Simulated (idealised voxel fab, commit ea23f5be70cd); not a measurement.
process module | voxel tone inversion
cross-section cut | 245 nm wide | cells 5 nm
A cross-section is a grid of square cells, given in bands from the top down. A band is one or more rows of cells.
Each band's line starts with the height of the band's top and of its bottom, in nm. Then come its materials from left to right, each with its width in nm. One material with "throughout" fills the band from edge to edge. "air" is empty space.
Height 0 is the level under which the wafer as received is all one material. The lowest band goes on downwards, as in "0 down".
A width such as "30 to 40" changes by the same amount from each row of cells to the next, from the band's top row to its bottom row.
"no change" after a step means that no cell of the cross-section changed.
closed voids: empty space of 8 cells or more with no open way to the top, each as width x height at its distance from the left edge, in nm
after a step's settings: what the simulator itself notes on the step
overlay nm, on a step with a mask: how far to the right of its planned place the mask lay; to the left if negative
plan
1 op RECEIVE | material Si
2 op CONFORMAL_DEP | material SiCN | thk nm 5
3 op DIRECTIONAL_DEP | material polySi | thk nm 15
4 op PATTERN | tone cover | mask id POSTS | material resist | width nm 20 | pitch nm 45 | thk nm 20 | overlay nm 0
5 op DIRECTIONAL_ETCH | etch materials polySi | depth nm 15
6 op STRIP | etch materials resist
7 op FILL_DEP | material lowk | thk nm 5
8 op CMP | height nm 20
9 op STRIP | etch materials polySi
as received, after step 1
  0 down: Si throughout
  closed voids: none
first wafer at the end, as planned
  20 to 5: lowk 45 | air 20 | lowk 25 | air 20 | lowk 25 | air 20 | lowk 25 | air 20 | lowk 45
  5 to 0: SiCN throughout
  0 down: Si throughout
  closed voids: none
second wafer at the end: like start, like plan, one mistake
  20 to 5: air 45 | polySi 20 | air 25 | polySi 20 | air 25 | polySi 20 | air 25 | polySi 20 | air 45
  5 to 0: SiCN throughout
  0 down: Si throughout
  closed voids: none
what went wrong: step 9 ran as: op STRIP | etch materials lowk
at the end the second wafer has, in cells: 99 fewer of lowk | 48 more of polySi
